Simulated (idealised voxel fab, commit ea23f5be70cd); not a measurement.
Name of the process module below: voxel self aligned vias
We display cut, a cross-section 200 nm in width whose square cells are each 5 nm.
Cross-section format: a grid of square cells, given as bands from top to bottom; each band is one or more rows of cells. Quick guide to a band line: top height, bottom height (nm) up front; then every material left to right with its width in nm. Only one material and it's marked "everywhere"? Then it fills the band edge to edge. And "blank" just means empty space. All heights in this document are referenced to 0, defined as the level beneath which the wafer, as received, consists entirely of one material. The lowest band is not bounded below; it extends indefinitely downward and is written in the form "top 0, no bottom". The expression "30 to 40" gives the width at the extremes of the band, the first number at its top row of cells and the second at its bottom row, with the width changing by equal amounts from each row to the next in between. "no change occurred" after a step means that no cell of the cross-section changed. The list in "Trapped voids" covers empty spaces of 8 cells or more that cannot reach the top through any open way, and it gives each as width x height at distance; the distance is from the left edge, and width, height and distance are in nm. Formally, on a step line, whatever follows the settings is a remark that the simulator itself makes on the step. If you see "overlay nm" on a step's line and that step has a mask, it's telling you how far right of where it was planned the mask ended up; a negative number means it went left instead.

The planned process steps are enumerated hereunder:
1,RECEIVE, material Si
2,CONFORMAL_DEP, material SiO2, thk nm 10
3,CONFORMAL_DEP, material SiCN, thk nm 5
4,DIRECTIONAL_DEP, material lowk, thk nm 30
5,DIRECTIONAL_DEP, material aC, thk nm 15
6,PATTERN, tone open, mask id LINES, material resist, width nm 20, pitch nm 60, thk nm 35, overlay nm 0
7,DIRECTIONAL_ETCH, etch materials aC, depth nm 15
8,STRIP, etch materials resist
9,DIRECTIONAL_ETCH, etch materials lowk, depth nm 30
10,STRIP, etch materials aC
11,CONFORMAL_DEP, material TiN, thk nm 5
12,FILL_DEP, material W, thk nm 5
13,CMP, height nm 45
14,SELECTIVE_ETCH, etch materials W Ru TiN, depth nm 10
15,FILL_DEP, material SiN, thk nm 10
16,CMP, height nm 45
17,DIRECTIONAL_DEP, material lowk, thk nm 20
18,DIRECTIONAL_DEP, material aC, thk nm 10
19,PATTERN, tone open, mask id VIAS, material resist, width nm 30, thk nm 25, overlay nm 0
20,DIRECTIONAL_ETCH, etch materials aC, depth nm 10
21,STRIP, etch materials resist
22,DIRECTIONAL_ETCH, etch materials lowk, depth nm 20
23,DIRECTIONAL_ETCH, etch materials SiN, depth nm 10
24,STRIP, etch materials aC
25,CONFORMAL_DEP, material TiN, thk nm 5
26,FILL_DEP, material Ru, thk nm 5
27,CMP, height nm 65
28,CONFORMAL_DEP, material SiN, thk nm 5

Wafer cross-section on receipt, i.e. after step 1:
- top 0, no bottom = Si everywhere
- Trapped voids: none

Post-module cross-section of the first of two wafers (run per plan):
- top 70, bottom 65 = SiN everywhere
- top 65, bottom 50 = lowk=55; TiN=5; Ru=20; TiN=5; lowk=115
- top 50, bottom 45 = lowk=55; TiN=10; Ru=10; TiN=10; lowk=115
- top 45, bottom 40 = lowk=60; TiN=5; Ru=10; TiN=5; lowk=40; SiN=20; lowk=60
- top 40, bottom 35 = lowk=60; TiN=20; lowk=40; SiN=20; lowk=60
- top 35, bottom 20 = lowk=60; TiN=5; W=10; TiN=5; lowk=40; TiN=5; W=10; TiN=5; lowk=60
- top 20, bottom 15 = lowk=60; TiN=20; lowk=40; TiN=20; lowk=60
- top 15, bottom 10 = SiCN everywhere
- top 10, bottom 0 = SiO2 everywhere
- top 0, no bottom = Si everywhere
- Trapped voids: none

Here's the second of our two wafers sectioned at module end. Same start as the first, same plan, but one mistake got made running it:
- top 70, bottom 65 = SiN everywhere
- top 65, bottom 50 = lowk=55; TiN=5; Ru=20; TiN=5; lowk=115
- top 50, bottom 45 = lowk=55; TiN=30; lowk=115
- top 45, bottom 40 = SiCN everywhere
- top 40, bottom 10 = lowk everywhere
- top 10, bottom 0 = SiO2 everywhere
- top 0, no bottom = Si everywhere
- Trapped voids: none
Short version of what went wrong: steps 3 and 4 got flipped, so each one ran where the other should have
At the finish, the second wafer shows more or fewer cells for some materials than the first does: -4 Ru, -8 SiN, -24 TiN, -12 W, +48 lowk
